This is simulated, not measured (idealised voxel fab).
The document below concerns the process module designated voxel ribs on slabs.
Square cells of 5 nm make up the cross-section cut, whose width is 285 nm.
In this document a cross-section is written as a grid of square cells. It is given as a series of bands, listed from the top down, and a band is one or more rows of cells.
Each band's line starts with the height of the band's top and of its bottom, in nm. Then come its materials from left to right, each with its width in nm. One material with "throughout" fills the band from edge to edge. "empty" is empty space.
It should be noted that heights are counted from 0, beneath which the wafer as supplied is of one material throughout, and that the lowest band possesses no lower boundary but continues downward, as written in "0 -> down".
So if you see something like "30..40" for the width, read it as the top row of the band sitting at the first number and the bottom row at the second, with every row in between moving by the same amount as the last.
"no change occurred" (step): cross-section cells unchanged, all of them.
Enclosed void listing: empty space of 8 cells or more with no open way to the top, each as width x height at its distance from the left edge, in nm
If you see something after the settings on a step's line, that's the simulator's own remark about that step.
overlay nm, on a step with a mask: how far to the right of its planned place the mask lay; to the left if negative

List of planned process steps
1. RECEIVE [material Si]
2. DIRECTIONAL_DEP [material SiO2] [thk nm 20]
3. DIRECTIONAL_DEP [material polySi] [thk nm 25]
4. DIRECTIONAL_DEP [material aC] [thk nm 15]
5. PATTERN [tone cover] [mask id RIB] [material resist] [width nm 20] [thk nm 35] [overlay nm 0]
6. DIRECTIONAL_ETCH [etch materials aC] [depth nm 15]
7. STRIP [etch materials resist]
8. DIRECTIONAL_ETCH [etch materials polySi] [depth nm 20]
9. STRIP [etch materials aC]
10. MASKED_ETCH [tone cover] [mask id SLAB] [width nm 60] [etch materials polySi] [depth nm 5] [overlay nm 0]
11. FILL_DEP [material SiO2] [thk nm 25]
12. CMP [height nm 60]
13. DIRECTIONAL_DEP [material W] [thk nm 10]
14. DIRECTIONAL_DEP [material aC] [thk nm 15]
15. PATTERN [tone cover] [mask id HEATER] [material resist] [width nm 30] [thk nm 35] [overlay nm 0]
16. DIRECTIONAL_ETCH [etch materials aC] [depth nm 15]
17. STRIP [etch materials resist]
18. DIRECTIONAL_ETCH [etch materials W] [depth nm 10]
19. STRIP [etch materials aC]
20. CONFORMAL_DEP [material SiO2] [thk nm 10]

Concerning the first of two wafers, which was run in accordance with the plan

Cross-section of the wafer as it came to us, i.e., already through step 1
> 0 -> down: Si throughout
> Enclosed void listing: none

Once step 2 is through, the wafer looks like this in cross-section
> 20 -> 0: SiO2 throughout
> Lower than 0, everything is as it was.

Once step 3 is through, the wafer looks like this in cross-section
> 45 -> 20: polySi throughout
> Lower than 20, everything is as it was.

Once step 4 is through, the wafer looks like this in cross-section
> 60 -> 45: aC throughout
> Lower than 45, everything is as it was.

Once step 5 is through, the wafer looks like this in cross-section
> 95 -> 60: 130 of empty, 20 of resist, 135 of empty
> Lower than 60, everything is as it was.

Once step 6 is through, the wafer looks like this in cross-section
> 80 -> 60: 130 of empty, 20 of resist, 135 of empty
> 60 -> 45: 130 of empty, 20 of aC, 135 of empty
> Lower than 45, everything is as it was.

Once step 7 is through, the wafer looks like this in cross-section
> 60 -> 45: 130 of empty, 20 of aC, 135 of empty
> Lower than 45, everything is as it was.

Once step 8 is through, the wafer looks like this in cross-section
> 60 -> 45: 130 of empty, 20 of aC, 135 of empty
> 45 -> 25: 130 of empty, 20 of polySi, 135 of empty
> Lower than 25, everything is as it was.

Once step 9 is through, the wafer looks like this in cross-section
> 45 -> 25: 130 of empty, 20 of polySi, 135 of empty
> Lower than 25, everything is as it was.

Once step 10 is through, the wafer looks like this in cross-section
> 45 -> 25: 130 of empty, 20 of polySi, 135 of empty
> 25 -> 20: 110 of empty, 60 of polySi, 115 of empty
> Lower than 20, everything is as it was.

Once step 11 is through, the wafer looks like this in cross-section
> 70 -> 45: SiO2 throughout
> 45 -> 25: 130 of SiO2, 20 of polySi, 135 of SiO2
> 25 -> 20: 110 of SiO2, 60 of polySi, 115 of SiO2
> Lower than 20, everything is as it was.

Once step 12 is through, the wafer looks like this in cross-section
> 60 -> 45: SiO2 throughout
> Lower than 45, everything is as it was.

Once step 13 is through, the wafer looks like this in cross-section
> 70 -> 60: W throughout
> Lower than 60, everything is as it was.

Once step 14 is through, the wafer looks like this in cross-section
> 85 -> 70: aC throughout
> Lower than 70, everything is as it was.

Once step 15 is through, the wafer looks like this in cross-section
> 120 -> 85: 125 of empty, 30 of resist, 130 of empty
> Lower than 85, everything is as it was.

Once step 16 is through, the wafer looks like this in cross-section
> 105 -> 85: 125 of empty, 30 of resist, 130 of empty
> 85 -> 70: 125 of empty, 30 of aC, 130 of empty
> Lower than 70, everything is as it was.

Once step 17 is through, the wafer looks like this in cross-section
> 85 -> 70: 125 of empty, 30 of aC, 130 of empty
> Lower than 70, everything is as it was.

Once step 18 is through, the wafer looks like this in cross-section
> 85 -> 70: 125 of empty, 30 of aC, 130 of empty
> 70 -> 60: 125 of empty, 30 of W, 130 of empty
> Lower than 60, everything is as it was.

Once step 19 is through, the wafer looks like this in cross-section
> 70 -> 60: 125 of empty, 30 of W, 130 of empty
> Lower than 60, everything is as it was.

Once step 20 is through, the wafer looks like this in cross-section
> 80 -> 70: 115 of empty, 50 of SiO2, 120 of empty
> 70 -> 60: 125 of SiO2, 30 of W, 130 of SiO2
> Lower than 60, everything is as it was.

The second wafer was prepared from the same starting point and under the same plan as the first; its processing contained one mistake, and it remains indistinguishable from the first wafer up to and including step 2

Second wafer, section view, time point: scheduled end of step 3
> 70 -> 20: polySi throughout
> Lower than 20, everything is as it was.

Second wafer, section view, time point: scheduled end of step 4
> 85 -> 70: aC throughout
> Lower than 70, everything is as it was.

Second wafer, section view, time point: scheduled end of step 5
> 120 -> 85: 130 of empty, 20 of resist, 135 of empty
> Lower than 85, everything is as it was.

Second wafer, section view, time point: scheduled end of step 6
> 105 -> 85: 130 of empty, 20 of resist, 135 of empty
> 85 -> 70: 130 of empty, 20 of aC, 135 of empty
> Lower than 70, everything is as it was.

Second wafer, section view, time point: scheduled end of step 7
> 85 -> 70: 130 of empty, 20 of aC, 135 of empty
> Lower than 70, everything is as it was.

Second wafer, section view, time point: scheduled end of step 8
> 85 -> 70: 130 of empty, 20 of aC, 135 of empty
> 70 -> 50: 130 of empty, 20 of polySi, 135 of empty
> Lower than 50, everything is as it was.

Second wafer, section view, time point: scheduled end of step 9
> 70 -> 50: 130 of empty, 20 of polySi, 135 of empty
> Lower than 50, everything is as it was.

Second wafer, section view, time point: scheduled end of step 10
> 70 -> 50: 130 of empty, 20 of polySi, 135 of empty
> 50 -> 45: 110 of empty, 60 of polySi, 115 of empty
> Lower than 45, everything is as it was.

Second wafer, section view, time point: scheduled end of step 11
> 95 -> 70: SiO2 throughout
> 70 -> 50: 130 of SiO2, 20 of polySi, 135 of SiO2
> 50 -> 45: 110 of SiO2, 60 of polySi, 115 of SiO2
> Lower than 45, everything is as it was.

Second wafer, section view, time point: scheduled end of step 12
> 60 -> 50: 130 of SiO2, 20 of polySi, 135 of SiO2
> Lower than 50, everything is as it was.

Second wafer, section view, time point: scheduled end of step 13
> 70 -> 60: W throughout
> Lower than 60, everything is as it was.

Second wafer, section view, time point: scheduled end of step 14
> 85 -> 70: aC throughout
> Lower than 70, everything is as it was.

Second wafer, section view, time point: scheduled end of step 15
> 120 -> 85: 125 of empty, 30 of resist, 130 of empty
> Lower than 85, everything is as it was.

Second wafer, section view, time point: scheduled end of step 16
> 105 -> 85: 125 of empty, 30 of resist, 130 of empty
> 85 -> 70: 125 of empty, 30 of aC, 130 of empty
> Lower than 70, everything is as it was.

Second wafer, section view, time point: scheduled end of step 17
> 85 -> 70: 125 of empty, 30 of aC, 130 of empty
> Lower than 70, everything is as it was.

Second wafer, section view, time point: scheduled end of step 18
> 85 -> 70: 125 of empty, 30 of aC, 130 of empty
> 70 -> 60: 125 of empty, 30 of W, 130 of empty
> Lower than 60, everything is as it was.

Second wafer, section view, time point: scheduled end of step 19
> 70 -> 60: 125 of empty, 30 of W, 130 of empty
> Lower than 60, everything is as it was.

Second wafer, section view, time point: scheduled end of step 20
> 80 -> 70: 115 of empty, 50 of SiO2, 120 of empty
> 70 -> 60: 125 of SiO2, 30 of W, 130 of SiO2
> Lower than 60, everything is as it was.
Misprocessing identified: the plan's step 3 ran twice
The closing comparison, in cells, has the second wafer with more or fewer of some materials than the first: 277 fewer of SiO2 | 277 more of polySi
